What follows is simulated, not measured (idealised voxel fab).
process module | voxel spacer lines
cross-section cut | 230 nm wide | cells 5 nm
A cross-section is a grid of square cells, given in bands from the top down. A band is one or more rows of cells.
Each band's line starts with the height of the band's top and of its bottom, in nm. Then come its materials from left to right, each with its width in nm. One material with "throughout" fills the band from edge to edge. "air" is empty space.
Height 0 is the level under which the wafer as received is all one material. The lowest band goes on downwards, as in "0 down".
A width such as "30 to 40" changes by the same amount from each row of cells to the next, from the band's top row to its bottom row.
"no change" after a step means that no cell of the cross-section changed.
closed voids: empty space of 8 cells or more with no open way to the top, each as width x height at its distance from the left edge, in nm
after a step's settings: what the simulator itself notes on the step
overlay nm, on a step with a mask: how far to the right of its planned place the mask lay; to the left if negative
plan
1 op RECEIVE | material Si
2 op CONFORMAL_DEP | material Al2O3 | thk nm 10
3 op DIRECTIONAL_DEP | material polySi | thk nm 20
4 op DIRECTIONAL_DEP | material aC | thk nm 30
5 op PATTERN | tone cover | mask id MANDREL | material resist | width nm 20 | pitch nm 70 | thk nm 35 | overlay nm 0
6 op DIRECTIONAL_ETCH | etch materials aC | depth nm 30
7 op STRIP | etch materials resist
8 op CONFORMAL_DEP | material SiO2 | thk nm 5
9 op DIRECTIONAL_ETCH | etch materials SiO2 | depth nm 15
10 op STRIP | etch materials aC
11 op DIRECTIONAL_ETCH | etch materials polySi | depth nm 20
12 op STRIP | etch materials SiO2
13 op FILL_DEP | material SiO2 | thk nm 5
14 op CMP | height nm 30
varied across the wafers: thk nm of step 8. The plan shows the first wafer's value. All wafers start alike
first wafer as received, after step 1
  0 down: Si throughout
  closed voids: none
each wafer at the end: cells of each material gained (+) or lost (-) since it was received, then its closed voids
thk nm 5 | +92 Al2O3 | +168 SiO2 | +16 polySi | closed voids: none
thk nm 10 | +92 Al2O3 | +152 SiO2 | +32 polySi | closed voids: none
thk nm 15 | +92 Al2O3 | +136 SiO2 | +48 polySi | closed voids: none
thk nm 20 | +92 Al2O3 | +184 polySi | closed voids: none
thk nm 25 | +92 Al2O3 | +184 polySi | closed voids: none
thk nm 30 | +92 Al2O3 | +184 polySi | closed voids: none
